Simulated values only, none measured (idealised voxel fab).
process module | voxel capacitor over wiring
Pictured: cross-section cut, 225 nm wide, on a grid of 5 nm square cells.
In what follows, cross-sections appear as grids of square cells, described through bands that run from the top down, where every band is one or more rows of cells.
The entry gives the band's vertical extent as a top height and a bottom height in nm, then its horizontal make-up as materials from left to right, each with a width in nm. "blank" stands for empty space; a single material marked "everywhere" fills the band edge to edge.
Counting heights begins at 0, where everything beneath is, in the wafer as received, one material. The lowest band has no bottom; it goes on downwards, as "z 0 and below" shows.
A width such as "30->40" changes by the same amount from each row of cells to the next, from the band's top row to its bottom row.
Key: "nothing got changed" - step with no changed cell in the cross-section.
The list in "Closed void register" covers empty spaces of 8 cells or more that cannot reach the top through any open way, and it gives each as width x height at distance; the distance is from the left edge, and width, height and distance are in nm.
Text after the settings on a step's line: the simulator's own remark on that step.
Among the settings permitted on a step's line is "overlay nm"; applied to a step with a mask, it specifies the extent to which the mask lay to the right of its planned position, whereas a negative figure signifies a position to the left.
[Process steps foreseen in the plan]
1) op RECEIVE | material Si
2) op CONFORMAL_DEP | material SiO2 | thk nm 15
3) op CONFORMAL_DEP | material SiCN | thk nm 5
4) op DIRECTIONAL_DEP | material SiO2 | thk nm 20
5) op PATTERN | tone open | mask id METAL_1 | material resist | width nm 30 | pitch nm 95 | thk nm 15 | overlay nm 0
6) op DIRECTIONAL_ETCH | etch materials SiO2 | depth nm 20
7) op DIRECTIONAL_ETCH | etch materials SiCN | depth nm 5
8) op STRIP | etch materials resist
9) op CONFORMAL_DEP | material TiN | thk nm 5
10) op FILL_DEP | material Cu | thk nm 10
11) op CMP | height nm 40
12) op EPI | material Ru | thk nm 5
13) op FILL_DEP | material SiCN | thk nm 5
14) op DIRECTIONAL_DEP | material lowk | thk nm 15
15) op MASKED_ETCH | tone open | mask id PLUG_1 | width nm 15 | etch materials lowk | depth nm 15 | overlay nm 0
16) op MASKED_ETCH | tone open | mask id PLUG_1 | width nm 15 | etch materials SiCN | depth nm 5 | overlay nm 0
17) op CONFORMAL_DEP | material TiN | thk nm 5
18) op FILL_DEP | material Ru | thk nm 10
19) op CMP | height nm 65
20) op DIRECTIONAL_DEP | material TiN | thk nm 5
21) op DIRECTIONAL_DEP | material SiN | thk nm 5
22) op DIRECTIONAL_DEP | material TiN | thk nm 10
23) op PATTERN | tone cover | mask id UPPER_PLATE | material resist | width nm 70 | thk nm 15 | overlay nm 0
24) op DIRECTIONAL_ETCH | etch materials TiN | depth nm 10
25) op DIRECTIONAL_ETCH | etch materials SiN | depth nm 5
26) op STRIP | etch materials resist
27) op PATTERN | tone cover | mask id LOWER_PLATE | material resist | width nm 80 | thk nm 20 | overlay nm 0
28) op DIRECTIONAL_ETCH | etch materials TiN | depth nm 5
29) op STRIP | etch materials resist
30) op FILL_DEP | material SiO2 | thk nm 20
31) op CMP | height nm 100
32) op DIRECTIONAL_DEP | material aC | thk nm 10
33) op PATTERN | tone open | mask id PLUG_2 | material resist | width nm 15 | thk nm 30 | overlay nm 0
34) op DIRECTIONAL_ETCH | etch materials aC | depth nm 10
35) op STRIP | etch materials resist
36) op DIRECTIONAL_ETCH | etch materials SiO2 | depth nm 15
37) op STRIP | etch materials aC
38) op CONFORMAL_DEP | material TiN | thk nm 5
39) op FILL_DEP | material W | thk nm 5
40) op CMP | height nm 100
41) op CONFORMAL_DEP | material SiCN | thk nm 5
[Wafer as received: cross-section following step 1]
* z 0 and below: Si everywhere
* Closed void register: none
[Final wafer profile in cross-section after the module, from the same start and plan as above, with one mistake made during processing]
* z 105 to 100: SiCN everywhere
* z 100 to 90: 75 of SiO2, 5 of TiN, 5 of W, 5 of TiN, 135 of SiO2
* z 90 to 85: 75 of SiO2, 15 of TiN, 135 of SiO2
* z 85 to 75: 65 of SiO2, 70 of TiN, 90 of SiO2
* z 75 to 70: 65 of SiO2, 70 of SiN, 90 of SiO2
* z 70 to 65: SiCN everywhere
* z 65 to 50: 65 of lowk, 5 of TiN, 5 of Ru, 5 of TiN, 145 of lowk
* z 50 to 45: 65 of SiCN, 15 of TiN, 145 of SiCN
* z 45 to 40: 45 of SiCN, 40 of Ru, 55 of SiCN, 40 of Ru, 45 of SiCN
* z 40 to 20: 50 of SiO2, 5 of TiN, 20 of Cu, 5 of TiN, 65 of SiO2, 5 of TiN, 20 of Cu, 5 of TiN, 50 of SiO2
* z 20 to 15: 50 of SiCN, 30 of TiN, 65 of SiCN, 30 of TiN, 50 of SiCN
* z 15 to 0: SiO2 everywhere
* z 0 and below: Si everywhere
* Closed void register: none
Against the plan, the run slipped here: step 20, actual vs plan mismatch, actual run op DIRECTIONAL_DEP | material SiCN | thk nm 5
